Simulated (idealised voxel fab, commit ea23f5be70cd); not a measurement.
The process module that follows is named voxel wiring stack.
The figure presents cross-section cut, which has a width of 280 nm and is divided into square cells with an edge length of 5 nm.
For the purposes of this document, a cross-section shall be understood as a grid of square cells, specified as bands listed in top-to-bottom order, each band consisting of one or more rows of cells. In this notation a band is specified by the heights of its top and bottom, in that order and in nm, after which its materials appear from left to right, each paired with its width in nm. The word "edge to edge" attached to a single material means that material fills the band from edge to edge; the word "air" stands for empty space. All heights in this document are referenced to 0, defined as the level beneath which the wafer, as received, consists entirely of one material. The lowest band is not bounded below; it extends indefinitely downward and is written in the form "0 down". Graded width ("30->40"): value in top row of band = first number; value in bottom row = second number; row-to-row change constant. Basically "changes: none" means that step didn't change any cell in the cross-section. "Completely sealed voids" specifies each empty space that is not open to the top and that occupies no fewer than 8 cells, using the form width x height at distance, the distance measured from the left edge and all three quantities in nm. Note: text after step settings on the step line = simulator remark on that step. overlay nm: where the mask lay relative to plan, measured to the right, on steps with a mask; negatives go left.

INTENDED PROCESS STEPS
1: RECEIVE: material Si
2: CONFORMAL_DEP: material SiO2, thk nm 10
3: CONFORMAL_DEP: material SiN, thk nm 5
4: DIRECTIONAL_DEP: material lowk, thk nm 15
5: PATTERN: tone open, mask id METAL_1, material resist, width nm 20, pitch nm 35, thk nm 15, overlay nm 0
6: DIRECTIONAL_ETCH: etch materials lowk, depth nm 15
7: DIRECTIONAL_ETCH: etch materials SiN, depth nm 5
8: STRIP: etch materials resist
9: CONFORMAL_DEP: material TiN, thk nm 5
10: FILL_DEP: material Ru, thk nm 5
11: CMP: height nm 30
12: CONFORMAL_DEP: material SiCN, thk nm 5
13: DIRECTIONAL_DEP: material lowk, thk nm 30
14: PATTERN: tone open, mask id METAL_2_HOLES, material resist, width nm 15, pitch nm 35, thk nm 20, overlay nm 0
15: DIRECTIONAL_ETCH: etch materials lowk, depth nm 30
16: STRIP: etch materials resist
17: DIRECTIONAL_DEP: material aC, thk nm 10
18: PATTERN: tone open, mask id METAL_2, material resist, width nm 20, pitch nm 35, thk nm 30, overlay nm 0
19: DIRECTIONAL_ETCH: etch materials aC, depth nm 10
20: STRIP: etch materials resist
21: DIRECTIONAL_ETCH: etch materials lowk, depth nm 20
22: DIRECTIONAL_ETCH: etch materials SiCN, depth nm 5
23: STRIP: etch materials aC
24: CONFORMAL_DEP: material TiN, thk nm 5
25: FILL_DEP: material Cu, thk nm 10
26: CMP: height nm 65
27: CONFORMAL_DEP: material SiCN, thk nm 5
28: DIRECTIONAL_DEP: material SiO2, thk nm 15
29: MASKED_ETCH: tone open, mask id PLUG_2, width nm 15, pitch nm 35, etch materials SiO2, depth nm 15, overlay nm 0
30: MASKED_ETCH: tone open, mask id PLUG_2, width nm 15, pitch nm 35, etch materials SiCN, depth nm 5, overlay nm 0
31: CONFORMAL_DEP: material TiN, thk nm 5
32: FILL_DEP: material W, thk nm 5
33: CMP: height nm 85
34: CONFORMAL_DEP: material SiN, thk nm 5
35: DIRECTIONAL_DEP: material SiO2, thk nm 15
36: MASKED_ETCH: tone open, mask id METAL_3, width nm 20, pitch nm 35, etch materials SiO2, depth nm 15, overlay nm 0
37: MASKED_ETCH: tone open, mask id METAL_3, width nm 20, pitch nm 35, etch materials SiN, depth nm 5, overlay nm 0
38: CONFORMAL_DEP: material TiN, thk nm 5
39: FILL_DEP: material Ru, thk nm 10
40: CMP: height nm 105
41: CONFORMAL_DEP: material SiCN, thk nm 5
42: DIRECTIONAL_DEP: material lowk, thk nm 30
43: MASKED_ETCH: tone open, mask id METAL_4, width nm 20, pitch nm 35, etch materials lowk, depth nm 15, overlay nm 0
44: MASKED_ETCH: tone open, mask id METAL_4_HOLES, width nm 15, pitch nm 70, etch materials lowk, depth nm 15, overlay nm 0
45: MASKED_ETCH: tone open, mask id METAL_4_HOLES, width nm 15, pitch nm 70, etch materials SiCN, depth nm 5, overlay nm 0
46: CONFORMAL_DEP: material TiN, thk nm 5
47: FILL_DEP: material Ru, thk nm 5
48: CMP: height nm 140
49: CONFORMAL_DEP: material SiN, thk nm 5

THE FIRST OF A SET OF TWO WAFERS, RUN TO PLAN

AS-RECEIVED STATE OF THE WAFER IN CROSS-SECTION, EQUIVALENT TO POST-STEP 1
	0 down: Si edge to edge
	Completely sealed voids: none

STEP 2 DONE - WAFER CROSS-SECTION
	10 to 0: SiO2 edge to edge
	Lower than 0, everything is as it was.

STEP 3 DONE - WAFER CROSS-SECTION
	15 to 10: SiN edge to edge
	Lower than 10, everything is as it was.

STEP 4 DONE - WAFER CROSS-SECTION
	30 to 15: lowk edge to edge
	Lower than 15, everything is as it was.

STEP 5 DONE - WAFER CROSS-SECTION
	45 to 30: 95 nm resist | 20 nm air | 15 nm resist | 20 nm air | 15 nm resist | 20 nm air | 95 nm resist
	Lower than 30, everything is as it was.

STEP 6 DONE - WAFER CROSS-SECTION
	45 to 30: 95 nm resist | 20 nm air | 15 nm resist | 20 nm air | 15 nm resist | 20 nm air | 95 nm resist
	30 to 15: 95 nm lowk | 20 nm air | 15 nm lowk | 20 nm air | 15 nm lowk | 20 nm air | 95 nm lowk
	Lower than 15, everything is as it was.

STEP 7 DONE - WAFER CROSS-SECTION
	45 to 30: 95 nm resist | 20 nm air | 15 nm resist | 20 nm air | 15 nm resist | 20 nm air | 95 nm resist
	30 to 15: 95 nm lowk | 20 nm air | 15 nm lowk | 20 nm air | 15 nm lowk | 20 nm air | 95 nm lowk
	15 to 10: 95 nm SiN | 20 nm air | 15 nm SiN | 20 nm air | 15 nm SiN | 20 nm air | 95 nm SiN
	Lower than 10, everything is as it was.

STEP 8 DONE - WAFER CROSS-SECTION
	30 to 15: 95 nm lowk | 20 nm air | 15 nm lowk | 20 nm air | 15 nm lowk | 20 nm air | 95 nm lowk
	Lower than 15, everything is as it was.

STEP 9 DONE - WAFER CROSS-SECTION
	35 to 30: 100 nm TiN | 10 nm air | 25 nm TiN | 10 nm air | 25 nm TiN | 10 nm air | 100 nm TiN
	30 to 15: 95 nm lowk | 5 nm TiN | 10 nm air | 5 nm TiN | 15 nm lowk | 5 nm TiN | 10 nm air | 5 nm TiN | 15 nm lowk | 5 nm TiN | 10 nm air | 5 nm TiN | 95 nm lowk
	15 to 10: 95 nm SiN | 20 nm TiN | 15 nm SiN | 20 nm TiN | 15 nm SiN | 20 nm TiN | 95 nm SiN
	Lower than 10, everything is as it was.

STEP 10 DONE - WAFER CROSS-SECTION
	40 to 35: Ru edge to edge
	35 to 30: 100 nm TiN | 10 nm Ru | 25 nm TiN | 10 nm Ru | 25 nm TiN | 10 nm Ru | 100 nm TiN
	30 to 15: 95 nm lowk | 5 nm TiN | 10 nm Ru | 5 nm TiN | 15 nm lowk | 5 nm TiN | 10 nm Ru | 5 nm TiN | 15 nm lowk | 5 nm TiN | 10 nm Ru | 5 nm TiN | 95 nm lowk
	Lower than 15, everything is as it was.

STEP 11 DONE - WAFER CROSS-SECTION
	30 to 15: 95 nm lowk | 5 nm TiN | 10 nm Ru | 5 nm TiN | 15 nm lowk | 5 nm TiN | 10 nm Ru | 5 nm TiN | 15 nm lowk | 5 nm TiN | 10 nm Ru | 5 nm TiN | 95 nm lowk
	Lower than 15, everything is as it was.

STEP 12 DONE - WAFER CROSS-SECTION
	35 to 30: SiCN edge to edge
	Lower than 30, everything is as it was.

STEP 13 DONE - WAFER CROSS-SECTION
	65 to 35: lowk edge to edge
	Lower than 35, everything is as it was.

STEP 14 DONE - WAFER CROSS-SECTION
	85 to 65: 95 nm resist | 15 nm air | 20 nm resist | 15 nm air | 20 nm resist | 15 nm air | 100 nm resist
	Lower than 65, everything is as it was.

STEP 15 DONE - WAFER CROSS-SECTION
	85 to 65: 95 nm resist | 15 nm air | 20 nm resist | 15 nm air | 20 nm resist | 15 nm air | 100 nm resist
	65 to 35: 95 nm lowk | 15 nm air | 20 nm lowk | 15 nm air | 20 nm lowk | 15 nm air | 100 nm lowk
	Lower than 35, everything is as it was.

STEP 16 DONE - WAFER CROSS-SECTION
	65 to 35: 95 nm lowk | 15 nm air | 20 nm lowk | 15 nm air | 20 nm lowk | 15 nm air | 100 nm lowk
	Lower than 35, everything is as it was.

STEP 17 DONE - WAFER CROSS-SECTION
	75 to 65: 95 nm aC | 15 nm air | 20 nm aC | 15 nm air | 20 nm aC | 15 nm air | 100 nm aC
	65 to 45: 95 nm lowk | 15 nm air | 20 nm lowk | 15 nm air | 20 nm lowk | 15 nm air | 100 nm lowk
	45 to 35: 95 nm lowk | 15 nm aC | 20 nm lowk | 15 nm aC | 20 nm lowk | 15 nm aC | 100 nm lowk
	Lower than 35, everything is as it was.

STEP 18 DONE - WAFER CROSS-SECTION
	105 to 75: 95 nm resist | 20 nm air | 15 nm resist | 20 nm air | 15 nm resist | 20 nm air | 95 nm resist
	Lower than 75, everything is as it was.

STEP 19 DONE - WAFER CROSS-SECTION
	95 to 75: 95 nm resist | 20 nm air | 15 nm resist | 20 nm air | 15 nm resist | 20 nm air | 95 nm resist
	75 to 65: 95 nm aC | 20 nm air | 15 nm aC | 20 nm air | 15 nm aC | 20 nm air | 95 nm aC
	65 to 35: 95 nm lowk | 15 nm air | 20 nm lowk | 15 nm air | 20 nm lowk | 15 nm air | 100 nm lowk
	Lower than 35, everything is as it was.

STEP 20 DONE - WAFER CROSS-SECTION
	75 to 65: 95 nm aC | 20 nm air | 15 nm aC | 20 nm air | 15 nm aC | 20 nm air | 95 nm aC
	Lower than 65, everything is as it was.

STEP 21 DONE - WAFER CROSS-SECTION
	75 to 65: 95 nm aC | 20 nm air | 15 nm aC | 20 nm air | 15 nm aC | 20 nm air | 95 nm aC
	65 to 45: 95 nm lowk | 20 nm air | 15 nm lowk | 20 nm air | 15 nm lowk | 20 nm air | 95 nm lowk
	Lower than 45, everything is as it was.

STEP 22 DONE - WAFER CROSS-SECTION
	75 to 65: 95 nm aC | 20 nm air | 15 nm aC | 20 nm air | 15 nm aC | 20 nm air | 95 nm aC
	65 to 45: 95 nm lowk | 20 nm air | 15 nm lowk | 20 nm air | 15 nm lowk | 20 nm air | 95 nm lowk
	45 to 35: 95 nm lowk | 15 nm air | 20 nm lowk | 15 nm air | 20 nm lowk | 15 nm air | 100 nm lowk
	35 to 30: 95 nm SiCN | 15 nm air | 20 nm SiCN | 15 nm air | 20 nm SiCN | 15 nm air | 100 nm SiCN
	Lower than 30, everything is as it was.

STEP 23 DONE - WAFER CROSS-SECTION
	65 to 45: 95 nm lowk | 20 nm air | 15 nm lowk | 20 nm air | 15 nm lowk | 20 nm air | 95 nm lowk
	Lower than 45, everything is as it was.

STEP 24 DONE - WAFER CROSS-SECTION
	70 to 65: 100 nm TiN | 10 nm air | 25 nm TiN | 10 nm air | 25 nm TiN | 10 nm air | 100 nm TiN
	65 to 50: 95 nm lowk | 5 nm TiN | 10 nm air | 5 nm TiN | 15 nm lowk | 5 nm TiN | 10 nm air | 5 nm TiN | 15 nm lowk | 5 nm TiN | 10 nm air | 5 nm TiN | 95 nm lowk
	50 to 45: 95 nm lowk | 5 nm TiN | 5 nm air | 10 nm TiN | 15 nm lowk | 5 nm TiN | 5 nm air | 10 nm TiN | 15 nm lowk | 5 nm TiN | 5 nm air | 10 nm TiN | 95 nm lowk
	45 to 35: 95 nm lowk | 5 nm TiN | 5 nm air | 5 nm TiN | 20 nm lowk | 5 nm TiN | 5 nm air | 5 nm TiN | 20 nm lowk | 5 nm TiN | 5 nm air | 5 nm TiN | 100 nm lowk
	35 to 30: 95 nm SiCN | 15 nm TiN | 20 nm SiCN | 15 nm TiN | 20 nm SiCN | 15 nm TiN | 100 nm SiCN
	Lower than 30, everything is as it was.

STEP 25 DONE - WAFER CROSS-SECTION
	80 to 70: Cu edge to edge
	70 to 65: 100 nm TiN | 10 nm Cu | 25 nm TiN | 10 nm Cu | 25 nm TiN | 10 nm Cu | 100 nm TiN
	65 to 50: 95 nm lowk | 5 nm TiN | 10 nm Cu | 5 nm TiN | 15 nm lowk | 5 nm TiN | 10 nm Cu | 5 nm TiN | 15 nm lowk | 5 nm TiN | 10 nm Cu | 5 nm TiN | 95 nm lowk
	50 to 45: 95 nm lowk | 5 nm TiN | 5 nm Cu | 10 nm TiN | 15 nm lowk | 5 nm TiN | 5 nm Cu | 10 nm TiN | 15 nm lowk | 5 nm TiN | 5 nm Cu | 10 nm TiN | 95 nm lowk
	45 to 35: 95 nm lowk | 5 nm TiN | 5 nm Cu | 5 nm TiN | 20 nm lowk | 5 nm TiN | 5 nm Cu | 5 nm TiN | 20 nm lowk | 5 nm TiN | 5 nm Cu | 5 nm TiN | 100 nm lowk
	Lower than 35, everything is as it was.

STEP 26 DONE - WAFER CROSS-SECTION
	65 to 50: 95 nm lowk | 5 nm TiN | 10 nm Cu | 5 nm TiN | 15 nm lowk | 5 nm TiN | 10 nm Cu | 5 nm TiN | 15 nm lowk | 5 nm TiN | 10 nm Cu | 5 nm TiN | 95 nm lowk
	Lower than 50, everything is as it was.

STEP 27 DONE - WAFER CROSS-SECTION
	70 to 65: SiCN edge to edge
	Lower than 65, everything is as it was.

STEP 28 DONE - WAFER CROSS-SECTION
	85 to 70: SiO2 edge to edge
	Lower than 70, everything is as it was.

STEP 29 DONE - WAFER CROSS-SECTION
	85 to 70: 95 nm SiO2 | 15 nm air | 20 nm SiO2 | 15 nm air | 20 nm SiO2 | 15 nm air | 100 nm SiO2
	Lower than 70, everything is as it was.

STEP 30 DONE - WAFER CROSS-SECTION
	85 to 70: 95 nm SiO2 | 15 nm air | 20 nm SiO2 | 15 nm air | 20 nm SiO2 | 15 nm air | 100 nm SiO2
	70 to 65: 95 nm SiCN | 15 nm air | 20 nm SiCN | 15 nm air | 20 nm SiCN | 15 nm air | 100 nm SiCN
	Lower than 65, everything is as it was.

STEP 31 DONE - WAFER CROSS-SECTION
	90 to 85: 100 nm TiN | 5 nm air | 30 nm TiN | 5 nm air | 30 nm TiN | 5 nm air | 105 nm TiN
	85 to 70: 95 nm SiO2 | 5 nm TiN | 5 nm air | 5 nm TiN | 20 nm SiO2 | 5 nm TiN | 5 nm air | 5 nm TiN | 20 nm SiO2 | 5 nm TiN | 5 nm air | 5 nm TiN | 100 nm SiO2
	70 to 65: 95 nm SiCN | 15 nm TiN | 20 nm SiCN | 15 nm TiN | 20 nm SiCN | 15 nm TiN | 100 nm SiCN
	Lower than 65, everything is as it was.

STEP 32 DONE - WAFER CROSS-SECTION
	95 to 90: W edge to edge
	90 to 85: 100 nm TiN | 5 nm W | 30 nm TiN | 5 nm W | 30 nm TiN | 5 nm W | 105 nm TiN
	85 to 70: 95 nm SiO2 | 5 nm TiN | 5 nm W | 5 nm TiN | 20 nm SiO2 | 5 nm TiN | 5 nm W | 5 nm TiN | 20 nm SiO2 | 5 nm TiN | 5 nm W | 5 nm TiN | 100 nm SiO2
	Lower than 70, everything is as it was.

STEP 33 DONE - WAFER CROSS-SECTION
	85 to 70: 95 nm SiO2 | 5 nm TiN | 5 nm W | 5 nm TiN | 20 nm SiO2 | 5 nm TiN | 5 nm W | 5 nm TiN | 20 nm SiO2 | 5 nm TiN | 5 nm W | 5 nm TiN | 100 nm SiO2
	Lower than 70, everything is as it was.

STEP 34 DONE - WAFER CROSS-SECTION
	90 to 85: SiN edge to edge
	Lower than 85, everything is as it was.

STEP 35 DONE - WAFER CROSS-SECTION
	105 to 90: SiO2 edge to edge
	Lower than 90, everything is as it was.

STEP 36 DONE - WAFER CROSS-SECTION
	105 to 90: 95 nm SiO2 | 20 nm air | 15 nm SiO2 | 20 nm air | 15 nm SiO2 | 20 nm air | 95 nm SiO2
	Lower than 90, everything is as it was.

STEP 37 DONE - WAFER CROSS-SECTION
	105 to 90: 95 nm SiO2 | 20 nm air | 15 nm SiO2 | 20 nm air | 15 nm SiO2 | 20 nm air | 95 nm SiO2
	90 to 85: 95 nm SiN | 20 nm air | 15 nm SiN | 20 nm air | 15 nm SiN | 20 nm air | 95 nm SiN
	Lower than 85, everything is as it was.

STEP 38 DONE - WAFER CROSS-SECTION
	110 to 105: 100 nm TiN | 10 nm air | 25 nm TiN | 10 nm air | 25 nm TiN | 10 nm air | 100 nm TiN
	105 to 90: 95 nm SiO2 | 5 nm TiN | 10 nm air | 5 nm TiN | 15 nm SiO2 | 5 nm TiN | 10 nm air | 5 nm TiN | 15 nm SiO2 | 5 nm TiN | 10 nm air | 5 nm TiN | 95 nm SiO2
	90 to 85: 95 nm SiN | 20 nm TiN | 15 nm SiN | 20 nm TiN | 15 nm SiN | 20 nm TiN | 95 nm SiN
	Lower than 85, everything is as it was.

STEP 39 DONE - WAFER CROSS-SECTION
	120 to 110: Ru edge to edge
	110 to 105: 100 nm TiN | 10 nm Ru | 25 nm TiN | 10 nm Ru | 25 nm TiN | 10 nm Ru | 100 nm TiN
	105 to 90: 95 nm SiO2 | 5 nm TiN | 10 nm Ru | 5 nm TiN | 15 nm SiO2 | 5 nm TiN | 10 nm Ru | 5 nm TiN | 15 nm SiO2 | 5 nm TiN | 10 nm Ru | 5 nm TiN | 95 nm SiO2
	Lower than 90, everything is as it was.

STEP 40 DONE - WAFER CROSS-SECTION
	105 to 90: 95 nm SiO2 | 5 nm TiN | 10 nm Ru | 5 nm TiN | 15 nm SiO2 | 5 nm TiN | 10 nm Ru | 5 nm TiN | 15 nm SiO2 | 5 nm TiN | 10 nm Ru | 5 nm TiN | 95 nm SiO2
	Lower than 90, everything is as it was.

STEP 41 DONE - WAFER CROSS-SECTION
	110 to 105: SiCN edge to edge
	Lower than 105, everything is as it was.

STEP 42 DONE - WAFER CROSS-SECTION
	140 to 110: lowk edge to edge
	Lower than 110, everything is as it was.

STEP 43 DONE - WAFER CROSS-SECTION
	140 to 125: 95 nm lowk | 20 nm air | 15 nm lowk | 20 nm air | 15 nm lowk | 20 nm air | 95 nm lowk
	Lower than 125, everything is as it was.

STEP 44 DONE - WAFER CROSS-SECTION
	140 to 125: 95 nm lowk | 20 nm air | 15 nm lowk | 20 nm air | 15 nm lowk | 20 nm air | 95 nm lowk
	125 to 110: 95 nm lowk | 15 nm air | 55 nm lowk | 15 nm air | 100 nm lowk
	Lower than 110, everything is as it was.

STEP 45 DONE - WAFER CROSS-SECTION
	140 to 125: 95 nm lowk | 20 nm air | 15 nm lowk | 20 nm air | 15 nm lowk | 20 nm air | 95 nm lowk
	125 to 110: 95 nm lowk | 15 nm air | 55 nm lowk | 15 nm air | 100 nm lowk
	110 to 105: 95 nm SiCN | 15 nm air | 55 nm SiCN | 15 nm air | 100 nm SiCN
	Lower than 105, everything is as it was.

STEP 46 DONE - WAFER CROSS-SECTION
	145 to 140: 100 nm TiN | 10 nm air | 25 nm TiN | 10 nm air | 25 nm TiN | 10 nm air | 100 nm TiN
	140 to 130: 95 nm lowk | 5 nm TiN | 10 nm air | 5 nm TiN | 15 nm lowk | 5 nm TiN | 10 nm air | 5 nm TiN | 15 nm lowk | 5 nm TiN | 10 nm air | 5 nm TiN | 95 nm lowk
	130 to 125: 95 nm lowk | 5 nm TiN | 5 nm air | 10 nm TiN | 15 nm lowk | 20 nm TiN | 15 nm lowk | 5 nm TiN | 5 nm air | 10 nm TiN | 95 nm lowk
	125 to 110: 95 nm lowk | 5 nm TiN | 5 nm air | 5 nm TiN | 55 nm lowk | 5 nm TiN | 5 nm air | 5 nm TiN | 100 nm lowk
	110 to 105: 95 nm SiCN | 15 nm TiN | 55 nm SiCN | 15 nm TiN | 100 nm SiCN
	Lower than 105, everything is as it was.

STEP 47 DONE - WAFER CROSS-SECTION
	150 to 145: Ru edge to edge
	145 to 140: 100 nm TiN | 10 nm Ru | 25 nm TiN | 10 nm Ru | 25 nm TiN | 10 nm Ru | 100 nm TiN
	140 to 130: 95 nm lowk | 5 nm TiN | 10 nm Ru | 5 nm TiN | 15 nm lowk | 5 nm TiN | 10 nm Ru | 5 nm TiN | 15 nm lowk | 5 nm TiN | 10 nm Ru | 5 nm TiN | 95 nm lowk
	130 to 125: 95 nm lowk | 5 nm TiN | 5 nm Ru | 10 nm TiN | 15 nm lowk | 20 nm TiN | 15 nm lowk | 5 nm TiN | 5 nm Ru | 10 nm TiN | 95 nm lowk
	125 to 110: 95 nm lowk | 5 nm TiN | 5 nm Ru | 5 nm TiN | 55 nm lowk | 5 nm TiN | 5 nm Ru | 5 nm TiN | 100 nm lowk
	Lower than 110, everything is as it was.

STEP 48 DONE - WAFER CROSS-SECTION
	140 to 130: 95 nm lowk | 5 nm TiN | 10 nm Ru | 5 nm TiN | 15 nm lowk | 5 nm TiN | 10 nm Ru | 5 nm TiN | 15 nm lowk | 5 nm TiN | 10 nm Ru | 5 nm TiN | 95 nm lowk
	Lower than 130, everything is as it was.

STEP 49 DONE - WAFER CROSS-SECTION
	145 to 140: SiN edge to edge
	Lower than 140, everything is as it was.

THE REMAINING WAFER, SECOND OF THE TWO, STARTED LIKE THE FIRST AND WAS RUN TO THE SAME PLAN, EXCEPT THAT ONE MISTAKE WAS MADE ALONG THE WAY; THE TWO COINCIDE THROUGH STEP 35, INCLUSIVE

HERE IS THE SECOND WAFER IN CROSS-SECTION AT THE POINT WHERE STEP 36 OF THE PLAN SHOULD HAVE BEEN DONE
	105 to 90: 95 nm air | 20 nm SiO2 | 15 nm air | 20 nm SiO2 | 15 nm air | 20 nm SiO2 | 95 nm air
	Lower than 90, everything is as it was.

Here is the second wafer in cross-section at the point where step 37 of the plan should have been done: changes: none

HERE IS THE SECOND WAFER IN CROSS-SECTION AT THE POINT WHERE STEP 38 OF THE PLAN SHOULD HAVE BEEN DONE
	110 to 105: 90 nm air | 30 nm TiN | 5 nm air | 30 nm TiN | 5 nm air | 30 nm TiN | 90 nm air
	105 to 95: 90 nm air | 5 nm TiN | 20 nm SiO2 | 5 nm TiN | 5 nm air | 5 nm TiN | 20 nm SiO2 | 5 nm TiN | 5 nm air | 5 nm TiN | 20 nm SiO2 | 5 nm TiN | 90 nm air
	95 to 90: 95 nm TiN | 20 nm SiO2 | 15 nm TiN | 20 nm SiO2 | 15 nm TiN | 20 nm SiO2 | 95 nm TiN
	Lower than 90, everything is as it was.

HERE IS THE SECOND WAFER IN CROSS-SECTION AT THE POINT WHERE STEP 39 OF THE PLAN SHOULD HAVE BEEN DONE
	120 to 110: Ru edge to edge
	110 to 105: 90 nm Ru | 30 nm TiN | 5 nm Ru | 30 nm TiN | 5 nm Ru | 30 nm TiN | 90 nm Ru
	105 to 95: 90 nm Ru | 5 nm TiN | 20 nm SiO2 | 5 nm TiN | 5 nm Ru | 5 nm TiN | 20 nm SiO2 | 5 nm TiN | 5 nm Ru | 5 nm TiN | 20 nm SiO2 | 5 nm TiN | 90 nm Ru
	Lower than 95, everything is as it was.

HERE IS THE SECOND WAFER IN CROSS-SECTION AT THE POINT WHERE STEP 40 OF THE PLAN SHOULD HAVE BEEN DONE
	105 to 95: 90 nm Ru | 5 nm TiN | 20 nm SiO2 | 5 nm TiN | 5 nm Ru | 5 nm TiN | 20 nm SiO2 | 5 nm TiN | 5 nm Ru | 5 nm TiN | 20 nm SiO2 | 5 nm TiN | 90 nm Ru
	Lower than 95, everything is as it was.

HERE IS THE SECOND WAFER IN CROSS-SECTION AT THE POINT WHERE STEP 41 OF THE PLAN SHOULD HAVE BEEN DONE
	110 to 105: SiCN edge to edge
	Lower than 105, everything is as it was.

HERE IS THE SECOND WAFER IN CROSS-SECTION AT THE POINT WHERE STEP 42 OF THE PLAN SHOULD HAVE BEEN DONE
	140 to 110: lowk edge to edge
	Lower than 110, everything is as it was.

HERE IS THE SECOND WAFER IN CROSS-SECTION AT THE POINT WHERE STEP 43 OF THE PLAN SHOULD HAVE BEEN DONE
	140 to 125: 95 nm lowk | 20 nm air | 15 nm lowk | 20 nm air | 15 nm lowk | 20 nm air | 95 nm lowk
	Lower than 125, everything is as it was.

HERE IS THE SECOND WAFER IN CROSS-SECTION AT THE POINT WHERE STEP 44 OF THE PLAN SHOULD HAVE BEEN DONE
	140 to 125: 95 nm lowk | 20 nm air | 15 nm lowk | 20 nm air | 15 nm lowk | 20 nm air | 95 nm lowk
	125 to 110: 95 nm lowk | 15 nm air | 55 nm lowk | 15 nm air | 100 nm lowk
	Lower than 110, everything is as it was.

HERE IS THE SECOND WAFER IN CROSS-SECTION AT THE POINT WHERE STEP 45 OF THE PLAN SHOULD HAVE BEEN DONE
	140 to 125: 95 nm lowk | 20 nm air | 15 nm lowk | 20 nm air | 15 nm lowk | 20 nm air | 95 nm lowk
	125 to 110: 95 nm lowk | 15 nm air | 55 nm lowk | 15 nm air | 100 nm lowk
	110 to 105: 95 nm SiCN | 15 nm air | 55 nm SiCN | 15 nm air | 100 nm SiCN
	Lower than 105, everything is as it was.

HERE IS THE SECOND WAFER IN CROSS-SECTION AT THE POINT WHERE STEP 46 OF THE PLAN SHOULD HAVE BEEN DONE
	145 to 140: 100 nm TiN | 10 nm air | 25 nm TiN | 10 nm air | 25 nm TiN | 10 nm air | 100 nm TiN
	140 to 130: 95 nm lowk | 5 nm TiN | 10 nm air | 5 nm TiN | 15 nm lowk | 5 nm TiN | 10 nm air | 5 nm TiN | 15 nm lowk | 5 nm TiN | 10 nm air | 5 nm TiN | 95 nm lowk
	130 to 125: 95 nm lowk | 5 nm TiN | 5 nm air | 10 nm TiN | 15 nm lowk | 20 nm TiN | 15 nm lowk | 5 nm TiN | 5 nm air | 10 nm TiN | 95 nm lowk
	125 to 110: 95 nm lowk | 5 nm TiN | 5 nm air | 5 nm TiN | 55 nm lowk | 5 nm TiN | 5 nm air | 5 nm TiN | 100 nm lowk
	110 to 105: 95 nm SiCN | 15 nm TiN | 55 nm SiCN | 15 nm TiN | 100 nm SiCN
	Lower than 105, everything is as it was.

HERE IS THE SECOND WAFER IN CROSS-SECTION AT THE POINT WHERE STEP 47 OF THE PLAN SHOULD HAVE BEEN DONE
	150 to 145: Ru edge to edge
	145 to 140: 100 nm TiN | 10 nm Ru | 25 nm TiN | 10 nm Ru | 25 nm TiN | 10 nm Ru | 100 nm TiN
	140 to 130: 95 nm lowk | 5 nm TiN | 10 nm Ru | 5 nm TiN | 15 nm lowk | 5 nm TiN | 10 nm Ru | 5 nm TiN | 15 nm lowk | 5 nm TiN | 10 nm Ru | 5 nm TiN | 95 nm lowk
	130 to 125: 95 nm lowk | 5 nm TiN | 5 nm Ru | 10 nm TiN | 15 nm lowk | 20 nm TiN | 15 nm lowk | 5 nm TiN | 5 nm Ru | 10 nm TiN | 95 nm lowk
	125 to 110: 95 nm lowk | 5 nm TiN | 5 nm Ru | 5 nm TiN | 55 nm lowk | 5 nm TiN | 5 nm Ru | 5 nm TiN | 100 nm lowk
	Lower than 110, everything is as it was.

HERE IS THE SECOND WAFER IN CROSS-SECTION AT THE POINT WHERE STEP 48 OF THE PLAN SHOULD HAVE BEEN DONE
	140 to 130: 95 nm lowk | 5 nm TiN | 10 nm Ru | 5 nm TiN | 15 nm lowk | 5 nm TiN | 10 nm Ru | 5 nm TiN | 15 nm lowk | 5 nm TiN | 10 nm Ru | 5 nm TiN | 95 nm lowk
	Lower than 130, everything is as it was.

HERE IS THE SECOND WAFER IN CROSS-SECTION AT THE POINT WHERE STEP 49 OF THE PLAN SHOULD HAVE BEEN DONE
	145 to 140: SiN edge to edge
	Lower than 140, everything is as it was.
Nonconformance to the process plan: step 36 ran differently from the plan; actual operation with settings: MASKED_ETCH: tone cover, mask id METAL_3, width nm 20, pitch nm 35, etch materials SiO2, depth nm 15, overlay nm 0
Once processing is complete, comparing cell counts shows that the second wafer has more or fewer of certain materials than the first: 58 more of Ru, 12 more of SiN, 96 fewer of SiO2, 26 more of TiN
